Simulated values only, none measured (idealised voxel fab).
Process module under the name voxel ribs on slabs
FYI the section here is cut, 270 nm wide, cells are 5 nm squares.
When this document writes out a cross-section, it uses a grid of square cells and lists it as bands, beginning at the top and moving down, with a band standing for one or more rows of cells.
Band: top height; bottom height; in nm. Then, left to right: material with width in nm, for each material. "everywhere": a single material spanning edge to edge. "blank": empty space.
The level at which height equals 0 is the one under which the wafer, as it arrives, is entirely one material. No lower edge exists for the bottom band, which continues downward and is notated as in "0 down".
The width entry "30..40" should be interpreted row by row: the top row of cells in the band takes the first number, the bottom row takes the second number, and the change between adjacent rows is uniform throughout.
Any step labelled "nothing got changed" changed none of the cells in the cross-section.
Listed in "Unvented internal voids": every empty space of 8 or more cells without an open way to the top. Form: width x height at distance, the distance being from the left edge, all in nm.
Where a step's line continues beyond its settings, the continuation is a remark by the simulator itself on that step.
A step's line can hold "overlay nm"; with a mask on that step, the setting says how far right of the planned place the mask lay, while a negative setting says it lay to the left.

### Planned process steps
1) RECEIVE: material Si
2) DIRECTIONAL_DEP: material SiO2, thk nm 25
3) DIRECTIONAL_DEP: material polySi, thk nm 15
4) DIRECTIONAL_DEP: material aC, thk nm 15
5) PATTERN: tone cover, mask id RIB, material resist, width nm 20, thk nm 30, overlay nm 0
6) DIRECTIONAL_ETCH: etch materials aC, depth nm 15
7) STRIP: etch materials resist
8) DIRECTIONAL_ETCH: etch materials polySi, depth nm 10
9) STRIP: etch materials aC
10) MASKED_ETCH: tone cover, mask id SLAB, width nm 50, etch materials polySi, depth nm 5, overlay nm 0
11) FILL_DEP: material SiO2, thk nm 25
12) CMP: height nm 55
13) DIRECTIONAL_DEP: material W, thk nm 5
14) DIRECTIONAL_DEP: material aC, thk nm 10
15) PATTERN: tone cover, mask id HEATER, material resist, width nm 30, thk nm 25, overlay nm 0
16) DIRECTIONAL_ETCH: etch materials aC, depth nm 10
17) STRIP: etch materials resist
18) DIRECTIONAL_ETCH: etch materials W, depth nm 5
19) STRIP: etch materials aC
20) CONFORMAL_DEP: material SiN, thk nm 10

### Here's what the wafer looked like in cross-section when it arrived - that's after step 1
* 0 down = Si everywhere
* Unvented internal voids: none

### Cross-sectional image of the first of two wafers at the end of the module, the run having proceeded as planned
* 70 to 65 = 110 nm blank; 50 nm SiN; 110 nm blank
* 65 to 60 = SiN everywhere
* 60 to 55 = 120 nm SiN; 30 nm W; 120 nm SiN
* 55 to 40 = SiO2 everywhere
* 40 to 30 = 125 nm SiO2; 20 nm polySi; 125 nm SiO2
* 30 to 25 = 110 nm SiO2; 50 nm polySi; 110 nm SiO2
* 25 to 0 = SiO2 everywhere
* 0 down = Si everywhere
* Unvented internal voids: none

### Second wafer cross-section at end of module - shared start and plan with the first, one mistake in the run
* 10 to 0 = SiN everywhere
* 0 down = Si everywhere
* Unvented internal voids: none
Finding, execution versus plan: rather than as planned, step 19 actually ran as STRIP: etch materials SiO2
The second wafer ends with more or fewer cells of some materials than the first, per final count: 4 fewer of SiN; 576 fewer of SiO2; 6 fewer of W; 18 fewer of polySi
